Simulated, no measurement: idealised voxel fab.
Process module heading - voxel self aligned contacts
FYI the section here is cut, 240 nm wide, cells are 5 nm squares.
A cross-section is a grid of square cells, given in bands from the top down. A band is one or more rows of cells. Heads up on the band format: heights come first, top then bottom, in nm. After that it's the materials left to right, each with its width in nm. A single material flagged "throughout" fills the whole band edge to edge, and "blank" means there's empty space there. Convention: height 0 is the level below which the wafer, as received, is all one material. The lowest band does not terminate at the bottom but continues downward, represented as "top 0, no bottom". The notation "30 to 40" denotes a width that varies across the rows of cells in the band, beginning at the first number in the top row, finishing at the second number in the bottom row, and changing by an identical amount from each row to the next. A step reported as "same as before" is a step in which no cell of the cross-section changed. What "Catalogued sealed voids" gives you is every empty space of 8 cells or more that is cut off from the top. Each appears as width x height at distance, with the distance taken from the left edge and width, height and distance all in nm. Where a step's line continues beyond its settings, the continuation is a remark by the simulator itself on that step. overlay nm: for a step with a mask, the amount by which the mask lay right of where it was planned; a negative amount means left of it.

# The process steps that were planned are listed below
1: RECEIVE [material Si]
2: OXIDIZE [depth nm 5]
3: DIRECTIONAL_DEP [material polySi] [thk nm 30]
4: DIRECTIONAL_DEP [material SiN] [thk nm 15]
5: MASKED_ETCH [tone cover] [mask id GATE] [width nm 30] [pitch nm 60] [etch materials SiN] [depth nm 15] [overlay nm 0]
6: MASKED_ETCH [tone cover] [mask id GATE] [width nm 30] [pitch nm 60] [etch materials polySi] [depth nm 30] [overlay nm 0]
7: CONFORMAL_DEP [material SiN] [thk nm 5]
8: DIRECTIONAL_ETCH [etch materials SiN] [depth nm 5]
9: FILL_DEP [material SiO2] [thk nm 20]
10: CMP [height nm 55]
11: DIRECTIONAL_DEP [material aC] [thk nm 15]
12: PATTERN [tone open] [mask id CONTACT] [material resist] [width nm 40] [thk nm 30] [overlay nm 0]
13: DIRECTIONAL_ETCH [etch materials aC] [depth nm 15]
14: STRIP [etch materials resist]
15: DIRECTIONAL_ETCH [etch materials SiO2] [depth nm 60]
16: STRIP [etch materials aC]
17: CONFORMAL_DEP [material TiN] [thk nm 5]
18: FILL_DEP [material Ru] [thk nm 5]
19: CMP [height nm 55]
20: CONFORMAL_DEP [material SiCN] [thk nm 5]

# The following pertains to the first of two wafers, which was processed as planned

# Wafer cross-section on receipt, i.e. after step 1
* top 0, no bottom: Si throughout
* Catalogued sealed voids: none

# Cross-section: wafer state after step 2
* top 0, bottom -5: SiO2 throughout
* All layers under -5 are left as they were.

# Cross-section: wafer state after step 3
* top 30, bottom 0: polySi throughout
* All layers under 0 are left as they were.

# Cross-section: wafer state after step 4
* top 45, bottom 30: SiN throughout
* All layers under 30 are left as they were.

# Cross-section: wafer state after step 5
* top 45, bottom 30: 75 nm blank; 30 nm SiN; 30 nm blank; 30 nm SiN; 75 nm blank
* All layers under 30 are left as they were.

# Cross-section: wafer state after step 6
* top 45, bottom 30: 75 nm blank; 30 nm SiN; 30 nm blank; 30 nm SiN; 75 nm blank
* top 30, bottom 0: 75 nm blank; 30 nm polySi; 30 nm blank; 30 nm polySi; 75 nm blank
* All layers under 0 are left as they were.

# Cross-section: wafer state after step 7
* top 50, bottom 30: 70 nm blank; 40 nm SiN; 20 nm blank; 40 nm SiN; 70 nm blank
* top 30, bottom 5: 70 nm blank; 5 nm SiN; 30 nm polySi; 5 nm SiN; 20 nm blank; 5 nm SiN; 30 nm polySi; 5 nm SiN; 70 nm blank
* top 5, bottom 0: 75 nm SiN; 30 nm polySi; 30 nm SiN; 30 nm polySi; 75 nm SiN
* All layers under 0 are left as they were.

# Cross-section: wafer state after step 8
* top 45, bottom 30: 70 nm blank; 40 nm SiN; 20 nm blank; 40 nm SiN; 70 nm blank
* top 30, bottom 0: 70 nm blank; 5 nm SiN; 30 nm polySi; 5 nm SiN; 20 nm blank; 5 nm SiN; 30 nm polySi; 5 nm SiN; 70 nm blank
* All layers under 0 are left as they were.

# Cross-section: wafer state after step 9
* top 65, bottom 45: SiO2 throughout
* top 45, bottom 30: 70 nm SiO2; 40 nm SiN; 20 nm SiO2; 40 nm SiN; 70 nm SiO2
* top 30, bottom 0: 70 nm SiO2; 5 nm SiN; 30 nm polySi; 5 nm SiN; 20 nm SiO2; 5 nm SiN; 30 nm polySi; 5 nm SiN; 70 nm SiO2
* All layers under 0 are left as they were.

# Cross-section: wafer state after step 10
* top 55, bottom 45: SiO2 throughout
* All layers under 45 are left as they were.

# Cross-section: wafer state after step 11
* top 70, bottom 55: aC throughout
* All layers under 55 are left as they were.

# Cross-section: wafer state after step 12
* top 100, bottom 70: 100 nm resist; 40 nm blank; 100 nm resist
* All layers under 70 are left as they were.

# Cross-section: wafer state after step 13
* top 85, bottom 70: 100 nm resist; 40 nm blank; 100 nm resist
* top 70, bottom 55: 100 nm aC; 40 nm blank; 100 nm aC
* All layers under 55 are left as they were.

# Cross-section: wafer state after step 14
* top 70, bottom 55: 100 nm aC; 40 nm blank; 100 nm aC
* All layers under 55 are left as they were.

# Cross-section: wafer state after step 15
* top 70, bottom 55: 100 nm aC; 40 nm blank; 100 nm aC
* top 55, bottom 45: 100 nm SiO2; 40 nm blank; 100 nm SiO2
* top 45, bottom 30: 70 nm SiO2; 40 nm SiN; 20 nm blank; 40 nm SiN; 70 nm SiO2
* top 30, bottom 0: 70 nm SiO2; 5 nm SiN; 30 nm polySi; 5 nm SiN; 20 nm blank; 5 nm SiN; 30 nm polySi; 5 nm SiN; 70 nm SiO2
* top 0, bottom -5: 110 nm SiO2; 20 nm blank; 110 nm SiO2
* All layers under -5 are left as they were.

# Cross-section: wafer state after step 16
* top 55, bottom 45: 100 nm SiO2; 40 nm blank; 100 nm SiO2
* All layers under 45 are left as they were.

# Cross-section: wafer state after step 17
* top 60, bottom 55: 105 nm TiN; 30 nm blank; 105 nm TiN
* top 55, bottom 45: 100 nm SiO2; 5 to 15 nm TiN; 30 to 10 nm blank; 5 to 15 nm TiN; 100 nm SiO2
* top 45, bottom 30: 70 nm SiO2; 40 nm SiN; 5 nm TiN; 10 nm blank; 5 nm TiN; 40 nm SiN; 70 nm SiO2
* top 30, bottom 0: 70 nm SiO2; 5 nm SiN; 30 nm polySi; 5 nm SiN; 5 nm TiN; 10 nm blank; 5 nm TiN; 5 nm SiN; 30 nm polySi; 5 nm SiN; 70 nm SiO2
* top 0, bottom -5: 110 nm SiO2; 20 nm TiN; 110 nm SiO2
* All layers under -5 are left as they were.

# Cross-section: wafer state after step 18
* top 65, bottom 60: Ru throughout
* top 60, bottom 55: 105 nm TiN; 30 nm Ru; 105 nm TiN
* top 55, bottom 45: 100 nm SiO2; 5 to 15 nm TiN; 30 to 10 nm Ru; 5 to 15 nm TiN; 100 nm SiO2
* top 45, bottom 30: 70 nm SiO2; 40 nm SiN; 5 nm TiN; 10 nm Ru; 5 nm TiN; 40 nm SiN; 70 nm SiO2
* top 30, bottom 0: 70 nm SiO2; 5 nm SiN; 30 nm polySi; 5 nm SiN; 5 nm TiN; 10 nm Ru; 5 nm TiN; 5 nm SiN; 30 nm polySi; 5 nm SiN; 70 nm SiO2
* All layers under 0 are left as they were.

# Cross-section: wafer state after step 19
* top 55, bottom 45: 100 nm SiO2; 5 to 15 nm TiN; 30 to 10 nm Ru; 5 to 15 nm TiN; 100 nm SiO2
* All layers under 45 are left as they were.

# Cross-section: wafer state after step 20
* top 60, bottom 55: SiCN throughout
* All layers under 55 are left as they were.

# The second wafer began exactly as the first did and followed the same plan, but one mistake was made while running it; through step 4 inclusive, the two wafers are identical

# Cross-section, second wafer, at the end time the plan gives for step 5
* top 45, bottom 30: 80 nm blank; 30 nm SiN; 30 nm blank; 30 nm SiN; 70 nm blank
* All layers under 30 are left as they were.

# Cross-section, second wafer, at the end time the plan gives for step 6
* top 45, bottom 30: 80 nm blank; 30 nm SiN; 30 nm blank; 30 nm SiN; 70 nm blank
* top 30, bottom 0: 75 nm blank; 35 nm polySi; 25 nm blank; 35 nm polySi; 70 nm blank
* All layers under 0 are left as they were.

# Cross-section, second wafer, at the end time the plan gives for step 7
* top 50, bottom 35: 75 nm blank; 40 nm SiN; 20 nm blank; 40 nm SiN; 65 nm blank
* top 35, bottom 30: 70 nm blank; 45 nm SiN; 15 nm blank; 45 nm SiN; 65 nm blank
* top 30, bottom 5: 70 nm blank; 5 nm SiN; 35 nm polySi; 5 nm SiN; 15 nm blank; 5 nm SiN; 35 nm polySi; 5 nm SiN; 65 nm blank
* top 5, bottom 0: 75 nm SiN; 35 nm polySi; 25 nm SiN; 35 nm polySi; 70 nm SiN
* All layers under 0 are left as they were.

# Cross-section, second wafer, at the end time the plan gives for step 8
* top 45, bottom 30: 75 nm blank; 40 nm SiN; 20 nm blank; 40 nm SiN; 65 nm blank
* top 30, bottom 0: 70 nm blank; 5 nm SiN; 35 nm polySi; 5 nm SiN; 15 nm blank; 5 nm SiN; 35 nm polySi; 5 nm SiN; 65 nm blank
* All layers under 0 are left as they were.

# Cross-section, second wafer, at the end time the plan gives for step 9
* top 65, bottom 45: SiO2 throughout
* top 45, bottom 30: 75 nm SiO2; 40 nm SiN; 20 nm SiO2; 40 nm SiN; 65 nm SiO2
* top 30, bottom 0: 70 nm SiO2; 5 nm SiN; 35 nm polySi; 5 nm SiN; 15 nm SiO2; 5 nm SiN; 35 nm polySi; 5 nm SiN; 65 nm SiO2
* All layers under 0 are left as they were.

# Cross-section, second wafer, at the end time the plan gives for step 10
* top 55, bottom 45: SiO2 throughout
* All layers under 45 are left as they were.

# Cross-section, second wafer, at the end time the plan gives for step 11
* top 70, bottom 55: aC throughout
* All layers under 55 are left as they were.

# Cross-section, second wafer, at the end time the plan gives for step 12
* top 100, bottom 70: 100 nm resist; 40 nm blank; 100 nm resist
* All layers under 70 are left as they were.

# Cross-section, second wafer, at the end time the plan gives for step 13
* top 85, bottom 70: 100 nm resist; 40 nm blank; 100 nm resist
* top 70, bottom 55: 100 nm aC; 40 nm blank; 100 nm aC
* All layers under 55 are left as they were.

# Cross-section, second wafer, at the end time the plan gives for step 14
* top 70, bottom 55: 100 nm aC; 40 nm blank; 100 nm aC
* All layers under 55 are left as they were.

# Cross-section, second wafer, at the end time the plan gives for step 15
* top 70, bottom 55: 100 nm aC; 40 nm blank; 100 nm aC
* top 55, bottom 45: 100 nm SiO2; 40 nm blank; 100 nm SiO2
* top 45, bottom 30: 75 nm SiO2; 40 nm SiN; 20 nm blank; 40 nm SiN; 65 nm SiO2
* top 30, bottom 0: 70 nm SiO2; 5 nm SiN; 35 nm polySi; 5 nm SiN; 15 nm blank; 5 nm SiN; 35 nm polySi; 5 nm SiN; 65 nm SiO2
* top 0, bottom -5: 115 nm SiO2; 15 nm blank; 110 nm SiO2
* All layers under -5 are left as they were.

# Cross-section, second wafer, at the end time the plan gives for step 16
* top 55, bottom 45: 100 nm SiO2; 40 nm blank; 100 nm SiO2
* All layers under 45 are left as they were.

# Cross-section, second wafer, at the end time the plan gives for step 17
* top 60, bottom 55: 105 nm TiN; 30 nm blank; 105 nm TiN
* top 55, bottom 45: 100 nm SiO2; 5 to 20 nm TiN; 30 to 10 nm blank; 5 to 10 nm TiN; 100 nm SiO2
* top 45, bottom 35: 75 nm SiO2; 40 nm SiN; 5 nm TiN; 10 nm blank; 5 nm TiN; 40 nm SiN; 65 nm SiO2
* top 35, bottom 30: 75 nm SiO2; 40 nm SiN; 5 nm TiN; 5 nm blank; 10 nm TiN; 40 nm SiN; 65 nm SiO2
* top 30, bottom 0: 70 nm SiO2; 5 nm SiN; 35 nm polySi; 5 nm SiN; 5 nm TiN; 5 nm blank; 5 nm TiN; 5 nm SiN; 35 nm polySi; 5 nm SiN; 65 nm SiO2
* top 0, bottom -5: 115 nm SiO2; 15 nm TiN; 110 nm SiO2
* All layers under -5 are left as they were.

# Cross-section, second wafer, at the end time the plan gives for step 18
* top 65, bottom 60: Ru throughout
* top 60, bottom 55: 105 nm TiN; 30 nm Ru; 105 nm TiN
* top 55, bottom 45: 100 nm SiO2; 5 to 20 nm TiN; 30 to 10 nm Ru; 5 to 10 nm TiN; 100 nm SiO2
* top 45, bottom 35: 75 nm SiO2; 40 nm SiN; 5 nm TiN; 10 nm Ru; 5 nm TiN; 40 nm SiN; 65 nm SiO2
* top 35, bottom 30: 75 nm SiO2; 40 nm SiN; 5 nm TiN; 5 nm Ru; 10 nm TiN; 40 nm SiN; 65 nm SiO2
* top 30, bottom 0: 70 nm SiO2; 5 nm SiN; 35 nm polySi; 5 nm SiN; 5 nm TiN; 5 nm Ru; 5 nm TiN; 5 nm SiN; 35 nm polySi; 5 nm SiN; 65 nm SiO2
* All layers under 0 are left as they were.

# Cross-section, second wafer, at the end time the plan gives for step 19
* top 55, bottom 45: 100 nm SiO2; 5 to 20 nm TiN; 30 to 10 nm Ru; 5 to 10 nm TiN; 100 nm SiO2
* All layers under 45 are left as they were.

# Cross-section, second wafer, at the end time the plan gives for step 20
* top 60, bottom 55: SiCN throughout
* All layers under 55 are left as they were.
Want to know what went wrong? step 5: run off-plan, actual operation and settings MASKED_ETCH [tone cover] [mask id GATE] [width nm 30] [pitch nm 60] [etch materials SiN] [depth nm 15] [overlay nm 5]
End check, counted in cells, second wafer has more or fewer of these materials than the first: -7 Ru; -5 SiO2; +12 polySi
